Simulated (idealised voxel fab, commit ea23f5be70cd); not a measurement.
Name of the process module below: voxel air gaps
Cross-sectional view cut (width: 290 nm; square cell size: 5 nm).
Cross-section layout: square cells on a grid; listed as bands, top to bottom; a band spans one or more cell rows.
Heights first: top, then bottom, in nm. Then materials, left to right, each with a width in nm. "throughout" on a single material: fills the band edge to edge. "air": empty space.
Below 0: as-received wafer, all one material; heights counted from there. Lowest band: no bottom, goes on down, written "top 0, no bottom".
Width: "30->40" (first number = top row, second number = bottom row, same change from row to row of cells).
"no modifications" (step): cross-section cells unchanged, all of them.
In "Enclosed void listing" the enclosed voids are listed, meaning empty spaces of 8 cells or larger without any opening to the top. The form is width x height at distance, distance from the left edge, units nm.
Read whatever lies past the settings on a step's line as the simulator's own remark about the step.
When a step includes a mask, the "overlay nm" setting on its line states how far to the right of its planned place that mask lay, and negative values state how far to the left.

Intended process steps
1,RECEIVE, material Si
2,CONFORMAL_DEP, material SiO2, thk nm 15
3,CONFORMAL_DEP, material SiN, thk nm 5
4,DIRECTIONAL_DEP, material SiO2, thk nm 40
5,PATTERN, tone open, mask id LINES, material resist, width nm 25, pitch nm 50, thk nm 15, overlay nm 0
6,DIRECTIONAL_ETCH, etch materials SiO2, depth nm 40
7,STRIP, etch materials resist
8,CONFORMAL_DEP, material TiN, thk nm 5
9,FILL_DEP, material Ru, thk nm 5
10,CMP, height nm 60
11,EPI, material Ru, thk nm 10
12,SELECTIVE_ETCH, etch materials SiO2, depth nm 50
13,CONFORMAL_DEP, material SiCN, thk nm 5

First of two wafers: run as planned

as received, after step 1
top 0, no bottom  Si throughout
Enclosed void listing: none

So this is the wafer cross-section right after step 2
top 15, bottom 0  SiO2 throughout
Heights below 0 show no change.

So this is the wafer cross-section right after step 3
top 20, bottom 15  SiN throughout
Heights below 15 show no change.

So this is the wafer cross-section right after step 4
top 60, bottom 20  SiO2 throughout
Heights below 20 show no change.

So this is the wafer cross-section right after step 5
top 75, bottom 60  resist 80, air 25, resist 25, air 25, resist 25, air 25, resist 85
Heights below 60 show no change.

So this is the wafer cross-section right after step 6
top 75, bottom 60  resist 80, air 25, resist 25, air 25, resist 25, air 25, resist 85
top 60, bottom 20  SiO2 80, air 25, SiO2 25, air 25, SiO2 25, air 25, SiO2 85
Heights below 20 show no change.

So this is the wafer cross-section right after step 7
top 60, bottom 20  SiO2 80, air 25, SiO2 25, air 25, SiO2 25, air 25, SiO2 85
Heights below 20 show no change.

So this is the wafer cross-section right after step 8
top 65, bottom 60  TiN 85, air 15, TiN 35, air 15, TiN 35, air 15, TiN 90
top 60, bottom 25  SiO2 80, TiN 5, air 15, TiN 5, SiO2 25, TiN 5, air 15, TiN 5, SiO2 25, TiN 5, air 15, TiN 5, SiO2 85
top 25, bottom 20  SiO2 80, TiN 25, SiO2 25, TiN 25, SiO2 25, TiN 25, SiO2 85
Heights below 20 show no change.

So this is the wafer cross-section right after step 9
top 70, bottom 65  Ru throughout
top 65, bottom 60  TiN 85, Ru 15, TiN 35, Ru 15, TiN 35, Ru 15, TiN 90
top 60, bottom 25  SiO2 80, TiN 5, Ru 15, TiN 5, SiO2 25, TiN 5, Ru 15, TiN 5, SiO2 25, TiN 5, Ru 15, TiN 5, SiO2 85
Heights below 25 show no change.

So this is the wafer cross-section right after step 10
top 60, bottom 25  SiO2 80, TiN 5, Ru 15, TiN 5, SiO2 25, TiN 5, Ru 15, TiN 5, SiO2 25, TiN 5, Ru 15, TiN 5, SiO2 85
Heights below 25 show no change.

So this is the wafer cross-section right after step 11
top 70, bottom 60  air 70, Ru 45, air 5, Ru 45, air 5, Ru 45, air 75
Heights below 60 show no change.

So this is the wafer cross-section right after step 12
top 70, bottom 60  air 70, Ru 45, air 5, Ru 45, air 5, Ru 45, air 75
top 60, bottom 25  air 80, TiN 5, Ru 15, TiN 5, air 25, TiN 5, Ru 15, TiN 5, air 25, TiN 5, Ru 15, TiN 5, air 85
top 25, bottom 20  air 80, TiN 25, air 25, TiN 25, air 25, TiN 25, air 85
Heights below 20 show no change.

So this is the wafer cross-section right after step 13
top 75, bottom 70  air 65, SiCN 155, air 70
top 70, bottom 60  air 65, SiCN 5, Ru 45, SiCN 5, Ru 45, SiCN 5, Ru 45, SiCN 5, air 70
top 60, bottom 55  air 65, SiCN 15, TiN 5, Ru 15, TiN 5, SiCN 25, TiN 5, Ru 15, TiN 5, SiCN 25, TiN 5, Ru 15, TiN 5, SiCN 15, air 70
top 55, bottom 25  air 75, SiCN 5, TiN 5, Ru 15, TiN 5, SiCN 5, air 15, SiCN 5, TiN 5, Ru 15, TiN 5, SiCN 5, air 15, SiCN 5, TiN 5, Ru 15, TiN 5, SiCN 5, air 80
top 25, bottom 20  SiCN 80, TiN 25, SiCN 25, TiN 25, SiCN 25, TiN 25, SiCN 85
Heights below 20 show no change.
Enclosed void listing: 15 x 30 at 110; 15 x 30 at 160

Second wafer. Start and plan as for the first. One mistake made in running. Agrees with the first up to and including step 10

Second wafer cross-section, taken as of the time the plan sets for step 11 to be done
top 60, bottom 25  air 80, TiN 5, Ru 15, TiN 5, air 25, TiN 5, Ru 15, TiN 5, air 25, TiN 5, Ru 15, TiN 5, air 85
top 25, bottom 20  air 80, TiN 25, air 25, TiN 25, air 25, TiN 25, air 85
Heights below 20 show no change.

Second wafer cross-section, taken as of the time the plan sets for step 12 to be done
top 70, bottom 60  air 70, Ru 45, air 5, Ru 45, air 5, Ru 45, air 75
top 60, bottom 25  air 70, Ru 10, TiN 5, Ru 15, TiN 5, Ru 10, air 5, Ru 10, TiN 5, Ru 15, TiN 5, Ru 10, air 5, Ru 10, TiN 5, Ru 15, TiN 5, Ru 10, air 75
top 25, bottom 20  air 70, Ru 10, TiN 25, Ru 10, air 5, Ru 10, TiN 25, Ru 10, air 5, Ru 10, TiN 25, Ru 10, air 75
Heights below 20 show no change.

Second wafer cross-section, taken as of the time the plan sets for step 13 to be done
top 75, bottom 70  air 65, SiCN 155, air 70
top 70, bottom 60  air 65, SiCN 5, Ru 45, SiCN 5, Ru 45, SiCN 5, Ru 45, SiCN 5, air 70
top 60, bottom 25  air 65, SiCN 5, Ru 10, TiN 5, Ru 15, TiN 5, Ru 10, SiCN 5, Ru 10, TiN 5, Ru 15, TiN 5, Ru 10, SiCN 5, Ru 10, TiN 5, Ru 15, TiN 5, Ru 10, SiCN 5, air 70
top 25, bottom 20  SiCN 70, Ru 10, TiN 25, Ru 10, SiCN 5, Ru 10, TiN 25, Ru 10, SiCN 5, Ru 10, TiN 25, Ru 10, SiCN 75
Heights below 20 show no change.
Nonconformance to the process plan: order of steps 11 and 12 inverted relative to the plan
Final comparison by cell count, materials where the second wafer has more or fewer than the first: Ru +96; SiCN -36
End state: 2 closed voids on the first wafer, 0 on the second.
